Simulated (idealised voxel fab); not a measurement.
process module | voxel quadruple lines
cross-section cut | 170 nm wide | cells 5 nm
A cross-section is a grid of square cells, given in bands from the top down. A band is one or more rows of cells.
Each band's line starts with the height of the band's top and of its bottom, in nm. Then come its materials from left to right, each with its width in nm. One material with "throughout" fills the band from edge to edge. "air" is empty space.
Height 0 is the level under which the wafer as received is all one material. The lowest band goes on downwards, as in "0 down".
A width such as "30 to 40" changes by the same amount from each row of cells to the next, from the band's top row to its bottom row.
"no change" after a step means that no cell of the cross-section changed.
closed voids: empty space of 8 cells or more with no open way to the top, each as width x height at its distance from the left edge, in nm
after a step's settings: what the simulator itself notes on the step
overlay nm, on a step with a mask: how far to the right of its planned place the mask lay; to the left if negative
plan
1 op RECEIVE | material Si
2 op CONFORMAL_DEP | material Al2O3 | thk nm 10
3 op DIRECTIONAL_DEP | material Ru | thk nm 15
4 op DIRECTIONAL_DEP | material polySi | thk nm 20
5 op DIRECTIONAL_DEP | material aC | thk nm 25
6 op PATTERN | tone cover | mask id MANDREL | material resist | width nm 30 | thk nm 30 | overlay nm -15
7 op DIRECTIONAL_ETCH | etch materials aC | depth nm 25
8 op STRIP | etch materials resist
9 op CONFORMAL_DEP | material SiO2 | thk nm 10
10 op DIRECTIONAL_ETCH | etch materials SiO2 | depth nm 10
11 op STRIP | etch materials aC
12 op DIRECTIONAL_ETCH | etch materials polySi | depth nm 20
13 op STRIP | etch materials SiO2
14 op CONFORMAL_DEP | material SiN | thk nm 10
15 op DIRECTIONAL_ETCH | etch materials SiN | depth nm 10
16 op STRIP | etch materials polySi
17 op DIRECTIONAL_ETCH | etch materials Ru | depth nm 15
18 op STRIP | etch materials SiN
19 op FILL_DEP | material SiO2 | thk nm 10
20 op CMP | height nm 25
varied across the wafers: overlay nm of step 6. The plan shows the first wafer's value. All wafers start alike
first wafer as received, after step 1
  0 down: Si throughout
  closed voids: none
first wafer at the end, after step 20
  25 to 10: SiO2 35 | Ru 10 | SiO2 10 | Ru 10 | SiO2 10 | Ru 10 | SiO2 10 | Ru 10 | SiO2 65
  10 to 0: Al2O3 throughout
  0 down: Si throughout
  closed voids: none
last wafer at the end
  25 to 10: SiO2 65 | Ru 10 | SiO2 10 | Ru 10 | SiO2 10 | Ru 10 | SiO2 10 | Ru 10 | SiO2 35
  10 to 0: Al2O3 throughout
  0 down: Si throughout
  closed voids: none
each wafer at the end: cells of each material gained (+) or lost (-) since it was received, then its closed voids
overlay nm -15 | +68 Al2O3 | +24 Ru | +78 SiO2 | closed voids: none
overlay nm -10 | +68 Al2O3 | +24 Ru | +78 SiO2 | closed voids: none
overlay nm -5 | +68 Al2O3 | +24 Ru | +78 SiO2 | closed voids: none
overlay nm 0 | +68 Al2O3 | +24 Ru | +78 SiO2 | closed voids: none
overlay nm 5 | +68 Al2O3 | +24 Ru | +78 SiO2 | closed voids: none
overlay nm 10 | +68 Al2O3 | +24 Ru | +78 SiO2 | closed voids: none
overlay nm 15 | +68 Al2O3 | +24 Ru | +78 SiO2 | closed voids: none
